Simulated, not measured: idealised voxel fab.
The following process module bears the name voxel fin reveal.
The figure presents cross-section cut, which has a width of 200 nm and is divided into square cells with an edge length of 5 nm.
In this document a cross-section is written as a grid of square cells. It is given as a series of bands, listed from the top down, and a band is one or more rows of cells.
Band: top height; bottom height; in nm. Then, left to right: material with width in nm, for each material. "full width": a single material spanning edge to edge. "empty": empty space.
Height datum 0, below which the as-received substrate wafer is one material. Lowest band open at the bottom, running downward: "z 0 and below".
Think of "30 to 40" as a width that walks from the first number to the second as you go down the band, top row to bottom row, taking equal-sized steps from row to row.
It should be understood that the words "same as before", when stated for a given step, signify that the cross-section underwent no change in any of its cells during that step.
Entry "Enclosed cavities" = empty spaces >= 8 cells with no open way to the top; each as width x height at distance, distance from left edge, all nm.
Note: text after step settings on the step line = simulator remark on that step.
overlay nm: right-of-plan distance of the mask on a masked step; negative values mean left-of-plan.
If you're wondering how to read the rest of this, here's the deal. It's pairs of cross-sections: one from before a process step, one from after it. The after one is only drawn as far down as the lowest band that changed. Right under each pair you'll see which step sits between them and what its settings were. Don't read the pairs as one continuous story, though. They can come from different runs of this module on the same starting wafer, and a pair only carries on from the one above it where its entry headed "Pre-step" says so.

Pre-step:
    z 0 and below = Si full width
    Enclosed cavities: none

Resultant Cross-Section:
    z 5 to 0 = SiN full width
    Under the height 0 nothing was changed.
    Enclosed cavities: none
Step that separates the before view from the after view above: CONFORMAL_DEP [material SiN] [thk nm 5]

Pre-step: just use the after drawing of the pair above as your starting point.

Resultant Cross-Section:
    z 15 to 5 = aC full width
    Under the height 5 nothing was changed.
    Enclosed cavities: none
Step that separates the before view from the after view above: DIRECTIONAL_DEP [material aC] [thk nm 10]

Pre-step: just use the after drawing of the pair above as your starting point.

Resultant Cross-Section:
    z 45 to 15 = empty (40)  resist (15)  empty (20)  resist (15)  empty (20)  resist (15)  empty (20)  resist (15)  empty (40)
    Under the height 15 nothing was changed.
    Enclosed cavities: none
Step that separates the before view from the after view above: PATTERN [tone cover] [mask id FINS] [material resist] [width nm 15] [pitch nm 35] [thk nm 30] [overlay nm 0]

Pre-step: just use the after drawing of the pair above as your starting point.

Resultant Cross-Section:
    z 35 to 15 = empty (40)  resist (15)  empty (20)  resist (15)  empty (20)  resist (15)  empty (20)  resist (15)  empty (40)
    z 15 to 5 = empty (40)  aC (15)  empty (20)  aC (15)  empty (20)  aC (15)  empty (20)  aC (15)  empty (40)
    Under the height 5 nothing was changed.
    Enclosed cavities: none
Step that separates the before view from the after view above: DIRECTIONAL_ETCH [etch materials aC] [depth nm 10]

Pre-step: just use the after drawing of the pair above as your starting point.

Resultant Cross-Section:
    z 15 to 5 = empty (40)  aC (15)  empty (20)  aC (15)  empty (20)  aC (15)  empty (20)  aC (15)  empty (40)
    Under the height 5 nothing was changed.
    Enclosed cavities: none
Step that separates the before view from the after view above: STRIP [etch materials resist]

Pre-step: just use the after drawing of the pair above as your starting point.

Resultant Cross-Section:
    z 15 to 5 = empty (40)  aC (15)  empty (20)  aC (15)  empty (20)  aC (15)  empty (20)  aC (15)  empty (40)
    z 5 to 0 = empty (40)  SiN (15)  empty (20)  SiN (15)  empty (20)  SiN (15)  empty (20)  SiN (15)  empty (40)
    Under the height 0 nothing was changed.
    Enclosed cavities: none
Step that separates the before view from the after view above: DIRECTIONAL_ETCH [etch materials SiN] [depth nm 5]

Pre-step: just use the after drawing of the pair above as your starting point.

Resultant Cross-Section:
    z 15 to 5 = empty (40)  aC (15)  empty (20)  aC (15)  empty (20)  aC (15)  empty (20)  aC (15)  empty (40)
    z 5 to 0 = empty (40)  SiN (15)  empty (20)  SiN (15)  empty (20)  SiN (15)  empty (20)  SiN (15)  empty (40)
    z 0 to -35 = empty (40)  Si (15)  empty (20)  Si (15)  empty (20)  Si (15)  empty (20)  Si (15)  empty (40)
    Under the height -35 nothing was changed.
    Enclosed cavities: none
Step that separates the before view from the after view above: DIRECTIONAL_ETCH [etch materials Si] [depth nm 35]

Pre-step: just use the after drawing of the pair above as your starting point.

Resultant Cross-Section:
    z 5 to 0 = empty (40)  SiN (15)  empty (20)  SiN (15)  empty (20)  SiN (15)  empty (20)  SiN (15)  empty (40)
    Under the height 0 nothing was changed.
    Enclosed cavities: none
Step that separates the before view from the after view above: STRIP [etch materials aC]

Pre-step: just use the after drawing of the pair above as your starting point.

Resultant Cross-Section:
    z 5 to 0 = empty (40)  SiN (15)  empty (20)  SiN (15)  empty (20)  SiN (15)  empty (20)  SiN (15)  empty (40)
    z 0 to -35 = empty (40)  SiO2 (5)  Si (5)  SiO2 (5)  empty (20)  SiO2 (5)  Si (5)  SiO2 (5)  empty (20)  SiO2 (5)  Si (5)  SiO2 (5)  empty (20)  SiO2 (5)  Si (5)  SiO2 (5)  empty (40)
    z -35 to -40 = SiO2 (45)  Si (5)  SiO2 (30)  Si (5)  SiO2 (30)  Si (5)  SiO2 (30)  Si (5)  SiO2 (45)
    Under the height -40 nothing was changed.
    Enclosed cavities: none
Step that separates the before view from the after view above: OXIDIZE [depth nm 5]

Pre-step: just use the after drawing of the pair above as your starting point.

Resultant Cross-Section:
    z 10 to 5 = SiO2 full width
    z 5 to 0 = SiO2 (40)  SiN (15)  SiO2 (20)  SiN (15)  SiO2 (20)  SiN (15)  SiO2 (20)  SiN (15)  SiO2 (40)
    z 0 to -40 = SiO2 (45)  Si (5)  SiO2 (30)  Si (5)  SiO2 (30)  Si (5)  SiO2 (30)  Si (5)  SiO2 (45)
    Under the height -40 nothing was changed.
    Enclosed cavities: none
Step that separates the before view from the after view above: FILL_DEP [material SiO2] [thk nm 5]

Pre-step: just use the after drawing of the pair above as your starting point.

Resultant Cross-Section:
    z 5 to 0 = SiO2 (40)  SiN (15)  SiO2 (20)  SiN (15)  SiO2 (20)  SiN (15)  SiO2 (20)  SiN (15)  SiO2 (40)
    Under the height 0 nothing was changed.
    Enclosed cavities: none
Step that separates the before view from the after view above: CMP [height nm 5]

Pre-step: just use the after drawing of the pair above as your starting point.

Resultant Cross-Section:
    z 5 to 0 = empty (40)  SiN (15)  empty (20)  SiN (15)  empty (20)  SiN (15)  empty (20)  SiN (15)  empty (40)
    z 0 to -15 = empty (45)  Si (5)  empty (30)  Si (5)  empty (30)  Si (5)  empty (30)  Si (5)  empty (45)
    Under the height -15 nothing was changed.
    Enclosed cavities: none
Step that separates the before view from the after view above: SELECTIVE_ETCH [etch materials SiO2] [depth nm 20]

Pre-step: just use the after drawing of the pair above as your starting point.

Resultant Cross-Section:
    z 0 to -15 = empty (45)  Si (5)  empty (30)  Si (5)  empty (30)  Si (5)  empty (30)  Si (5)  empty (45)
    Under the height -15 nothing was changed.
    Enclosed cavities: none
Step that separates the before view from the after view above: STRIP [etch materials SiN]

Pre-step:
    z 35 to 15 = empty (40)  resist (15)  empty (20)  resist (15)  empty (20)  resist (15)  empty (20)  resist (15)  empty (40)
    z 15 to 5 = empty (40)  aC (15)  empty (20)  aC (15)  empty (20)  aC (15)  empty (20)  aC (15)  empty (40)
    z 5 to 0 = SiN full width
    z 0 and below = Si full width
    Enclosed cavities: none

Resultant Cross-Section:
    z 35 to 15 = empty (40)  resist (15)  empty (20)  resist (15)  empty (20)  resist (15)  empty (20)  resist (15)  empty (40)
    z 15 to 5 = empty (40)  aC (15)  empty (20)  aC (15)  empty (20)  aC (15)  empty (20)  aC (15)  empty (40)
    z 5 to 0 = empty (40)  SiN (15)  empty (20)  SiN (15)  empty (20)  SiN (15)  empty (20)  SiN (15)  empty (40)
    Under the height 0 nothing was changed.
    Enclosed cavities: none
Step that separates the before view from the after view above: DIRECTIONAL_ETCH [etch materials SiN] [depth nm 5]

Pre-step: just use the after drawing of the pair above as your starting point.

Resultant Cross-Section:
    z 35 to 15 = empty (40)  resist (15)  empty (20)  resist (15)  empty (20)  resist (15)  empty (20)  resist (15)  empty (40)
    z 15 to 5 = empty (40)  aC (15)  empty (20)  aC (15)  empty (20)  aC (15)  empty (20)  aC (15)  empty (40)
    z 5 to 0 = empty (40)  SiN (15)  empty (20)  SiN (15)  empty (20)  SiN (15)  empty (20)  SiN (15)  empty (40)
    z 0 to -35 = empty (40)  Si (15)  empty (20)  Si (15)  empty (20)  Si (15)  empty (20)  Si (15)  empty (40)
    Under the height -35 nothing was changed.
    Enclosed cavities: none
Step that separates the before view from the after view above: DIRECTIONAL_ETCH [etch materials Si] [depth nm 35]

Pre-step: just use the after drawing of the pair above as your starting point.

Resultant Cross-Section:
    z 5 to 0 = empty (40)  SiN (15)  empty (20)  SiN (15)  empty (20)  SiN (15)  empty (20)  SiN (15)  empty (40)
    Under the height 0 nothing was changed.
    Enclosed cavities: none
Step that separates the before view from the after view above: STRIP [etch materials aC]

Pre-step:
    z 5 to 0 = empty (40)  SiN (15)  empty (20)  SiN (15)  empty (20)  SiN (15)  empty (20)  SiN (15)  empty (40)
    z 0 to -15 = empty (45)  Si (5)  empty (30)  Si (5)  empty (30)  Si (5)  empty (30)  Si (5)  empty (45)
    z -15 to -40 = SiO2 (45)  Si (5)  SiO2 (30)  Si (5)  SiO2 (30)  Si (5)  SiO2 (30)  Si (5)  SiO2 (45)
    z -40 and below = Si full width
    Enclosed cavities: none

Resultant Cross-Section:
    z 5 to 0 = empty (40)  SiN (15)  empty (20)  SiN (15)  empty (20)  SiN (15)  empty (20)  SiN (15)  empty (40)
    z 0 to -35 = empty (45)  Si (5)  empty (30)  Si (5)  empty (30)  Si (5)  empty (30)  Si (5)  empty (45)
    Under the height -35 nothing was changed.
    Enclosed cavities: none
Step that separates the before view from the after view above: SELECTIVE_ETCH [etch materials SiO2] [depth nm 20]

Pre-step: just use the after drawing of the pair above as your starting point.

Resultant Cross-Section:
    z 0 to -35 = empty (45)  Si (5)  empty (30)  Si (5)  empty (30)  Si (5)  empty (30)  Si (5)  empty (45)
    Under the height -35 nothing was changed.
    Enclosed cavities: none
Step that separates the before view from the after view above: STRIP [etch materials SiN]

Pre-step:
    z 5 to 0 = SiO2 (40)  SiN (15)  SiO2 (20)  SiN (15)  SiO2 (20)  SiN (15)  SiO2 (20)  SiN (15)  SiO2 (40)
    z 0 to -40 = SiO2 (45)  Si (5)  SiO2 (30)  Si (5)  SiO2 (30)  Si (5)  SiO2 (30)  Si (5)  SiO2 (45)
    z -40 and below = Si full width
    Enclosed cavities: none

Resultant Cross-Section:
    z 5 to 0 = SiO2 (40)  empty (15)  SiO2 (20)  empty (15)  SiO2 (20)  empty (15)  SiO2 (20)  empty (15)  SiO2 (40)
    Under the height 0 nothing was changed.
    Enclosed cavities: none
Step that separates the before view from the after view above: STRIP [etch materials SiN]

Pre-step: just use the after drawing of the pair above as your starting point.

Resultant Cross-Section:
    z 0 to -15 = empty (45)  Si (5)  empty (30)  Si (5)  empty (30)  Si (5)  empty (30)  Si (5)  empty (45)
    z -15 to -20 = SiO2 (20)  empty (25)  Si (5)  empty (30)  Si (5)  empty (30)  Si (5)  empty (30)  Si (5)  empty (25)  SiO2 (20)
    Under the height -20 nothing was changed.
    Enclosed cavities: none
Step that separates the before view from the after view above: SELECTIVE_ETCH [etch materials SiO2] [depth nm 20]

Pre-step:
    z 15 to 5 = empty (40)  aC (15)  empty (20)  aC (15)  empty (20)  aC (15)  empty (20)  aC (15)  empty (40)
    z 5 to 0 = empty (40)  SiN (15)  empty (20)  SiN (15)  empty (20)  SiN (15)  empty (20)  SiN (15)  empty (40)
    z 0 and below = Si full width
    Enclosed cavities: none

Resultant Cross-Section:
    z 15 to 5 = empty (40)  aC (15)  empty (20)  aC (15)  empty (20)  aC (15)  empty (20)  aC (15)  empty (40)
    z 5 to 0 = empty (40)  SiN (15)  empty (20)  SiN (15)  empty (20)  SiN (15)  empty (20)  SiN (15)  empty (40)
    z 0 to -45 = empty (40)  Si (15)  empty (20)  Si (15)  empty (20)  Si (15)  empty (20)  Si (15)  empty (40)
    Under the height -45 nothing was changed.
    Enclosed cavities: none
Step that separates the before view from the after view above: DIRECTIONAL_ETCH [etch materials Si] [depth nm 45]

Pre-step: just use the after drawing of the pair above as your starting point.

Resultant Cross-Section:
    z 5 to 0 = empty (40)  SiN (15)  empty (20)  SiN (15)  empty (20)  SiN (15)  empty (20)  SiN (15)  empty (40)
    Under the height 0 nothing was changed.
    Enclosed cavities: none
Step that separates the before view from the after view above: STRIP [etch materials aC]

Pre-step: just use the after drawing of the pair above as your starting point.

Resultant Cross-Section:
    z 5 to 0 = empty (40)  SiN (15)  empty (20)  SiN (15)  empty (20)  SiN (15)  empty (20)  SiN (15)  empty (40)
    z 0 to -45 = empty (40)  SiO2 (5)  Si (5)  SiO2 (5)  empty (20)  SiO2 (5)  Si (5)  SiO2 (5)  empty (20)  SiO2 (5)  Si (5)  SiO2 (5)  empty (20)  SiO2 (5)  Si (5)  SiO2 (5)  empty (40)
    z -45 to -50 = SiO2 (45)  Si (5)  SiO2 (30)  Si (5)  SiO2 (30)  Si (5)  SiO2 (30)  Si (5)  SiO2 (45)
    Under the height -50 nothing was changed.
    Enclosed cavities: none
Step that separates the before view from the after view above: OXIDIZE [depth nm 5]

Pre-step: just use the after drawing of the pair above as your starting point.

Resultant Cross-Section:
    z 10 to 5 = SiO2 full width
    z 5 to 0 = SiO2 (40)  SiN (15)  SiO2 (20)  SiN (15)  SiO2 (20)  SiN (15)  SiO2 (20)  SiN (15)  SiO2 (40)
    z 0 to -50 = SiO2 (45)  Si (5)  SiO2 (30)  Si (5)  SiO2 (30)  Si (5)  SiO2 (30)  Si (5)  SiO2 (45)
    Under the height -50 nothing was changed.
    Enclosed cavities: none
Step that separates the before view from the after view above: FILL_DEP [material SiO2] [thk nm 5]

Pre-step: just use the after drawing of the pair above as your starting point.

Resultant Cross-Section:
    z 5 to 0 = SiO2 (40)  SiN (15)  SiO2 (20)  SiN (15)  SiO2 (20)  SiN (15)  SiO2 (20)  SiN (15)  SiO2 (40)
    Under the height 0 nothing was changed.
    Enclosed cavities: none
Step that separates the before view from the after view above: CMP [height nm 5]

Pre-step: just use the after drawing of the pair above as your starting point.

Resultant Cross-Section:
    z 5 to 0 = empty (40)  SiN (15)  empty (20)  SiN (15)  empty (20)  SiN (15)  empty (20)  SiN (15)  empty (40)
    z 0 to -15 = empty (45)  Si (5)  empty (30)  Si (5)  empty (30)  Si (5)  empty (30)  Si (5)  empty (45)
    Under the height -15 nothing was changed.
    Enclosed cavities: none
Step that separates the before view from the after view above: SELECTIVE_ETCH [etch materials SiO2] [depth nm 20]

Pre-step: just use the after drawing of the pair above as your starting point.

Resultant Cross-Section:
    z 0 to -15 = empty (45)  Si (5)  empty (30)  Si (5)  empty (30)  Si (5)  empty (30)  Si (5)  empty (45)
    Under the height -15 nothing was changed.
    Enclosed cavities: none
Step that separates the before view from the after view above: STRIP [etch materials SiN]

Pre-step:
    z 15 to 5 = aC full width
    z 5 to 0 = SiN full width
    z 0 and below = Si full width
    Enclosed cavities: none

Resultant Cross-Section:
    z 45 to 15 = empty (40)  resist (20)  empty (15)  resist (20)  empty (15)  resist (20)  empty (15)  resist (20)  empty (35)
    Under the height 15 nothing was changed.
    Enclosed cavities: none
Step that separates the before view from the after view above: PATTERN [tone cover] [mask id FINS] [material resist] [width nm 20] [pitch nm 35] [thk nm 30] [overlay nm 0]

Pre-step: just use the after drawing of the pair above as your starting point.

Resultant Cross-Section:
    z 35 to 15 = empty (40)  resist (20)  empty (15)  resist (20)  empty (15)  resist (20)  empty (15)  resist (20)  empty (35)
    z 15 to 5 = empty (40)  aC (20)  empty (15)  aC (20)  empty (15)  aC (20)  empty (15)  aC (20)  empty (35)
    Under the height 5 nothing was changed.
    Enclosed cavities: none
Step that separates the before view from the after view above: DIRECTIONAL_ETCH [etch materials aC] [depth nm 10]

Pre-step: just use the after drawing of the pair above as your starting point.

Resultant Cross-Section:
    z 15 to 5 = empty (40)  aC (20)  empty (15)  aC (20)  empty (15)  aC (20)  empty (15)  aC (20)  empty (35)
    Under the height 5 nothing was changed.
    Enclosed cavities: none
Step that separates the before view from the after view above: STRIP [etch materials resist]

Pre-step: just use the after drawing of the pair above as your starting point.

Resultant Cross-Section:
    z 15 to 5 = empty (40)  aC (20)  empty (15)  aC (20)  empty (15)  aC (20)  empty (15)  aC (20)  empty (35)
    z 5 to 0 = empty (40)  SiN (20)  empty (15)  SiN (20)  empty (15)  SiN (20)  empty (15)  SiN (20)  empty (35)
    Under the height 0 nothing was changed.
    Enclosed cavities: none
Step that separates the before view from the after view above: DIRECTIONAL_ETCH [etch materials SiN] [depth nm 5]

Pre-step: just use the after drawing of the pair above as your starting point.

Resultant Cross-Section:
    z 15 to 5 = empty (40)  aC (20)  empty (15)  aC (20)  empty (15)  aC (20)  empty (15)  aC (20)  empty (35)
    z 5 to 0 = empty (40)  SiN (20)  empty (15)  SiN (20)  empty (15)  SiN (20)  empty (15)  SiN (20)  empty (35)
    z 0 to -35 = empty (40)  Si (20)  empty (15)  Si (20)  empty (15)  Si (20)  empty (15)  Si (20)  empty (35)
    Under the height -35 nothing was changed.
    Enclosed cavities: none
Step that separates the before view from the after view above: DIRECTIONAL_ETCH [etch materials Si] [depth nm 35]

Pre-step: just use the after drawing of the pair above as your starting point.

Resultant Cross-Section:
    z 5 to 0 = empty (40)  SiN (20)  empty (15)  SiN (20)  empty (15)  SiN (20)  empty (15)  SiN (20)  empty (35)
    Under the height 0 nothing was changed.
    Enclosed cavities: none
Step that separates the before view from the after view above: STRIP [etch materials aC]

Pre-step: just use the after drawing of the pair above as your starting point.

Resultant Cross-Section:
    z 5 to 0 = empty (40)  SiN (20)  empty (15)  SiN (20)  empty (15)  SiN (20)  empty (15)  SiN (20)  empty (35)
    z 0 to -35 = empty (40)  SiO2 (5)  Si (10)  SiO2 (5)  empty (15)  SiO2 (5)  Si (10)  SiO2 (5)  empty (15)  SiO2 (5)  Si (10)  SiO2 (5)  empty (15)  SiO2 (5)  Si (10)  SiO2 (5)  empty (35)
    z -35 to -40 = SiO2 (45)  Si (10)  SiO2 (25)  Si (10)  SiO2 (25)  Si (10)  SiO2 (25)  Si (10)  SiO2 (40)
    Under the height -40 nothing was changed.
    Enclosed cavities: none
Step that separates the before view from the after view above: OXIDIZE [depth nm 5]

Pre-step: just use the after drawing of the pair above as your starting point.

Resultant Cross-Section:
    z 10 to 5 = SiO2 full width
    z 5 to 0 = SiO2 (40)  SiN (20)  SiO2 (15)  SiN (20)  SiO2 (15)  SiN (20)  SiO2 (15)  SiN (20)  SiO2 (35)
    z 0 to -40 = SiO2 (45)  Si (10)  SiO2 (25)  Si (10)  SiO2 (25)  Si (10)  SiO2 (25)  Si (10)  SiO2 (40)
    Under the height -40 nothing was changed.
    Enclosed cavities: none
Step that separates the before view from the after view above: FILL_DEP [material SiO2] [thk nm 5]

Pre-step: just use the after drawing of the pair above as your starting point.

Resultant Cross-Section:
    z 5 to 0 = SiO2 (40)  SiN (20)  SiO2 (15)  SiN (20)  SiO2 (15)  SiN (20)  SiO2 (15)  SiN (20)  SiO2 (35)
    Under the height 0 nothing was changed.
    Enclosed cavities: none
Step that separates the before view from the after view above: CMP [height nm 5]

Pre-step: just use the after drawing of the pair above as your starting point.

Resultant Cross-Section:
    z 5 to 0 = empty (40)  SiN (20)  empty (15)  SiN (20)  empty (15)  SiN (20)  empty (15)  SiN (20)  empty (35)
    z 0 to -15 = empty (45)  Si (10)  empty (25)  Si (10)  empty (25)  Si (10)  empty (25)  Si (10)  empty (40)
    Under the height -15 nothing was changed.
    Enclosed cavities: none
Step that separates the before view from the after view above: SELECTIVE_ETCH [etch materials SiO2] [depth nm 20]

Pre-step: just use the after drawing of the pair above as your starting point.

Resultant Cross-Section:
    z 0 to -15 = empty (45)  Si (10)  empty (25)  Si (10)  empty (25)  Si (10)  empty (25)  Si (10)  empty (40)
    Under the height -15 nothing was changed.
    Enclosed cavities: none
Step that separates the before view from the after view above: STRIP [etch materials SiN]

Pre-step:
    z 15 to 5 = aC full width
    z 5 to 0 = SiN full width
    z 0 and below = Si full width
    Enclosed cavities: none

Resultant Cross-Section:
    z 45 to 15 = empty (30)  resist (15)  empty (20)  resist (15)  empty (20)  resist (15)  empty (20)  resist (15)  empty (50)
    Under the height 15 nothing was changed.
    Enclosed cavities: none
Step that separates the before view from the after view above: PATTERN [tone cover] [mask id FINS] [material resist] [width nm 15] [pitch nm 35] [thk nm 30] [overlay nm -10]

Pre-step: just use the after drawing of the pair above as your starting point.

Resultant Cross-Section:
    z 35 to 15 = empty (30)  resist (15)  empty (20)  resist (15)  empty (20)  resist (15)  empty (20)  resist (15)  empty (50)
    z 15 to 5 = empty (30)  aC (15)  empty (20)  aC (15)  empty (20)  aC (15)  empty (20)  aC (15)  empty (50)
    Under the height 5 nothing was changed.
    Enclosed cavities: none
Step that separates the before view from the after view above: DIRECTIONAL_ETCH [etch materials aC] [depth nm 10]

Pre-step: just use the after drawing of the pair above as your starting point.

Resultant Cross-Section:
    z 15 to 5 = empty (30)  aC (15)  empty (20)  aC (15)  empty (20)  aC (15)  empty (20)  aC (15)  empty (50)
    Under the height 5 nothing was changed.
    Enclosed cavities: none
Step that separates the before view from the after view above: STRIP [etch materials resist]

Pre-step: just use the after drawing of the pair above as your starting point.

Resultant Cross-Section:
    z 15 to 5 = empty (30)  aC (15)  empty (20)  aC (15)  empty (20)  aC (15)  empty (20)  aC (15)  empty (50)
    z 5 to 0 = empty (30)  SiN (15)  empty (20)  SiN (15)  empty (20)  SiN (15)  empty (20)  SiN (15)  empty (50)
    Under the height 0 nothing was changed.
    Enclosed cavities: none
Step that separates the before view from the after view above: DIRECTIONAL_ETCH [etch materials SiN] [depth nm 5]

Pre-step: just use the after drawing of the pair above as your starting point.

Resultant Cross-Section:
    z 15 to 5 = empty (30)  aC (15)  empty (20)  aC (15)  empty (20)  aC (15)  empty (20)  aC (15)  empty (50)
    z 5 to 0 = empty (30)  SiN (15)  empty (20)  SiN (15)  empty (20)  SiN (15)  empty (20)  SiN (15)  empty (50)
    z 0 to -35 = empty (30)  Si (15)  empty (20)  Si (15)  empty (20)  Si (15)  empty (20)  Si (15)  empty (50)
    Under the height -35 nothing was changed.
    Enclosed cavities: none
Step that separates the before view from the after view above: DIRECTIONAL_ETCH [etch materials Si] [depth nm 35]

Pre-step: just use the after drawing of the pair above as your starting point.

Resultant Cross-Section:
    z 5 to 0 = empty (30)  SiN (15)  empty (20)  SiN (15)  empty (20)  SiN (15)  empty (20)  SiN (15)  empty (50)
    Under the height 0 nothing was changed.
    Enclosed cavities: none
Step that separates the before view from the after view above: STRIP [etch materials aC]

Pre-step: just use the after drawing of the pair above as your starting point.

Resultant Cross-Section:
    z 5 to 0 = empty (30)  SiN (15)  empty (20)  SiN (15)  empty (20)  SiN (15)  empty (20)  SiN (15)  empty (50)
    z 0 to -35 = empty (30)  SiO2 (5)  Si (5)  SiO2 (5)  empty (20)  SiO2 (5)  Si (5)  SiO2 (5)  empty (20)  SiO2 (5)  Si (5)  SiO2 (5)  empty (20)  SiO2 (5)  Si (5)  SiO2 (5)  empty (50)
    z -35 to -40 = SiO2 (35)  Si (5)  SiO2 (30)  Si (5)  SiO2 (30)  Si (5)  SiO2 (30)  Si (5)  SiO2 (55)
    Under the height -40 nothing was changed.
    Enclosed cavities: none
Step that separates the before view from the after view above: OXIDIZE [depth nm 5]

Pre-step: just use the after drawing of the pair above as your starting point.

Resultant Cross-Section:
    z 10 to 5 = SiO2 full width
    z 5 to 0 = SiO2 (30)  SiN (15)  SiO2 (20)  SiN (15)  SiO2 (20)  SiN (15)  SiO2 (20)  SiN (15)  SiO2 (50)
    z 0 to -40 = SiO2 (35)  Si (5)  SiO2 (30)  Si (5)  SiO2 (30)  Si (5)  SiO2 (30)  Si (5)  SiO2 (55)
    Under the height -40 nothing was changed.
    Enclosed cavities: none
Step that separates the before view from the after view above: FILL_DEP [material SiO2] [thk nm 5]

Pre-step: just use the after drawing of the pair above as your starting point.

Resultant Cross-Section:
    z 5 to 0 = SiO2 (30)  SiN (15)  SiO2 (20)  SiN (15)  SiO2 (20)  SiN (15)  SiO2 (20)  SiN (15)  SiO2 (50)
    Under the height 0 nothing was changed.
    Enclosed cavities: none
Step that separates the before view from the after view above: CMP [height nm 5]

Pre-step: just use the after drawing of the pair above as your starting point.

Resultant Cross-Section:
    z 5 to 0 = empty (30)  SiN (15)  empty (20)  SiN (15)  empty (20)  SiN (15)  empty (20)  SiN (15)  empty (50)
    z 0 to -15 = empty (35)  Si (5)  empty (30)  Si (5)  empty (30)  Si (5)  empty (30)  Si (5)  empty (55)
    Under the height -15 nothing was changed.
    Enclosed cavities: none
Step that separates the before view from the after view above: SELECTIVE_ETCH [etch materials SiO2] [depth nm 20]

Pre-step: just use the after drawing of the pair above as your starting point.

Resultant Cross-Section:
    z 0 to -15 = empty (35)  Si (5)  empty (30)  Si (5)  empty (30)  Si (5)  empty (30)  Si (5)  empty (55)
    Under the height -15 nothing was changed.
    Enclosed cavities: none
Step that separates the before view from the after view above: STRIP [etch materials SiN]

Pre-step:
    z 5 to 0 = empty (40)  SiN (15)  empty (20)  SiN (15)  empty (20)  SiN (15)  empty (20)  SiN (15)  empty (40)
    z 0 to -35 = empty (40)  SiO2 (5)  Si (5)  SiO2 (5)  empty (20)  SiO2 (5)  Si (5)  SiO2 (5)  empty (20)  SiO2 (5)  Si (5)  SiO2 (5)  empty (20)  SiO2 (5)  Si (5)  SiO2 (5)  empty (40)
    z -35 to -40 = SiO2 (45)  Si (5)  SiO2 (30)  Si (5)  SiO2 (30)  Si (5)  SiO2 (30)  Si (5)  SiO2 (45)
    z -40 and below = Si full width
    Enclosed cavities: none

Resultant Cross-Section:
    z 10 to 5 = aC full width
    z 5 to 0 = aC (40)  SiN (15)  aC (20)  SiN (15)  aC (20)  SiN (15)  aC (20)  SiN (15)  aC (40)
    z 0 to -35 = aC (40)  SiO2 (5)  Si (5)  SiO2 (5)  aC (20)  SiO2 (5)  Si (5)  SiO2 (5)  aC (20)  SiO2 (5)  Si (5)  SiO2 (5)  aC (20)  SiO2 (5)  Si (5)  SiO2 (5)  aC (40)
    Under the height -35 nothing was changed.
    Enclosed cavities: none
Step that separates the before view from the after view above: FILL_DEP [material aC] [thk nm 5]

Pre-step: just use the after drawing of the pair above as your starting point.

Resultant Cross-Section:
    z 5 to 0 = aC (40)  SiN (15)  aC (20)  SiN (15)  aC (20)  SiN (15)  aC (20)  SiN (15)  aC (40)
    Under the height 0 nothing was changed.
    Enclosed cavities: none
Step that separates the before view from the after view above: CMP [height nm 5]

Pre-step: just use the after drawing of the pair above as your starting point.

Resultant Cross-Section:
    z 5 to 0 = aC (40)  empty (15)  aC (20)  empty (15)  aC (20)  empty (15)  aC (20)  empty (15)  aC (40)
    Under the height 0 nothing was changed.
    Enclosed cavities: none
Step that separates the before view from the after view above: STRIP [etch materials SiN]

Pre-step:
    z 15 to 5 = aC full width
    z 5 to 0 = SiN full width
    z 0 and below = Si full width
    Enclosed cavities: none

Resultant Cross-Section:
    z 45 to 15 = resist (40)  empty (15)  resist (20)  empty (15)  resist (20)  empty (15)  resist (20)  empty (15)  resist (40)
    Under the height 15 nothing was changed.
    Enclosed cavities: none
Step that separates the before view from the after view above: PATTERN [tone open] [mask id FINS] [material resist] [width nm 15] [pitch nm 35] [thk nm 30] [overlay nm 0]

Pre-step: just use the after drawing of the pair above as your starting point.

Resultant Cross-Section:
    z 35 to 15 = resist (40)  empty (15)  resist (20)  empty (15)  resist (20)  empty (15)  resist (20)  empty (15)  resist (40)
    z 15 to 5 = aC (40)  empty (15)  aC (20)  empty (15)  aC (20)  empty (15)  aC (20)  empty (15)  aC (40)
    Under the height 5 nothing was changed.
    Enclosed cavities: none
Step that separates the before view from the after view above: DIRECTIONAL_ETCH [etch materials aC] [depth nm 10]

Pre-step: just use the after drawing of the pair above as your starting point.

Resultant Cross-Section:
    z 15 to 5 = aC (40)  empty (15)  aC (20)  empty (15)  aC (20)  empty (15)  aC (20)  empty (15)  aC (40)
    Under the height 5 nothing was changed.
    Enclosed cavities: none
Step that separates the before view from the after view above: STRIP [etch materials resist]

Pre-step: just use the after drawing of the pair above as your starting point.

Resultant Cross-Section:
    z 15 to 5 = aC (40)  empty (15)  aC (20)  empty (15)  aC (20)  empty (15)  aC (20)  empty (15)  aC (40)
    z 5 to 0 = SiN (40)  empty (15)  SiN (20)  empty (15)  SiN (20)  empty (15)  SiN (20)  empty (15)  SiN (40)
    Under the height 0 nothing was changed.
    Enclosed cavities: none
Step that separates the before view from the after view above: DIRECTIONAL_ETCH [etch materials SiN] [depth nm 5]

Pre-step: just use the after drawing of the pair above as your starting point.

Resultant Cross-Section:
    z 15 to 5 = aC (40)  empty (15)  aC (20)  empty (15)  aC (20)  empty (15)  aC (20)  empty (15)  aC (40)
    z 5 to 0 = SiN (40)  empty (15)  SiN (20)  empty (15)  SiN (20)  empty (15)  SiN (20)  empty (15)  SiN (40)
    z 0 to -35 = Si (40)  empty (15)  Si (20)  empty (15)  Si (20)  empty (15)  Si (20)  empty (15)  Si (40)
    Under the height -35 nothing was changed.
    Enclosed cavities: none
Step that separates the before view from the after view above: DIRECTIONAL_ETCH [etch materials Si] [depth nm 35]

Pre-step: just use the after drawing of the pair above as your starting point.

Resultant Cross-Section:
    z 5 to 0 = SiN (40)  empty (15)  SiN (20)  empty (15)  SiN (20)  empty (15)  SiN (20)  empty (15)  SiN (40)
    Under the height 0 nothing was changed.
    Enclosed cavities: none
Step that separates the before view from the after view above: STRIP [etch materials aC]

Pre-step: just use the after drawing of the pair above as your starting point.

Resultant Cross-Section:
    z 5 to 0 = SiN (40)  empty (15)  SiN (20)  empty (15)  SiN (20)  empty (15)  SiN (20)  empty (15)  SiN (40)
    z 0 to -35 = Si (35)  SiO2 (5)  empty (15)  SiO2 (5)  Si (10)  SiO2 (5)  empty (15)  SiO2 (5)  Si (10)  SiO2 (5)  empty (15)  SiO2 (5)  Si (10)  SiO2 (5)  empty (15)  SiO2 (5)  Si (35)
    z -35 to -40 = Si (35)  SiO2 (25)  Si (10)  SiO2 (25)  Si (10)  SiO2 (25)  Si (10)  SiO2 (25)  Si (35)
    Under the height -40 nothing was changed.
    Enclosed cavities: none
Step that separates the before view from the after view above: OXIDIZE [depth nm 5]
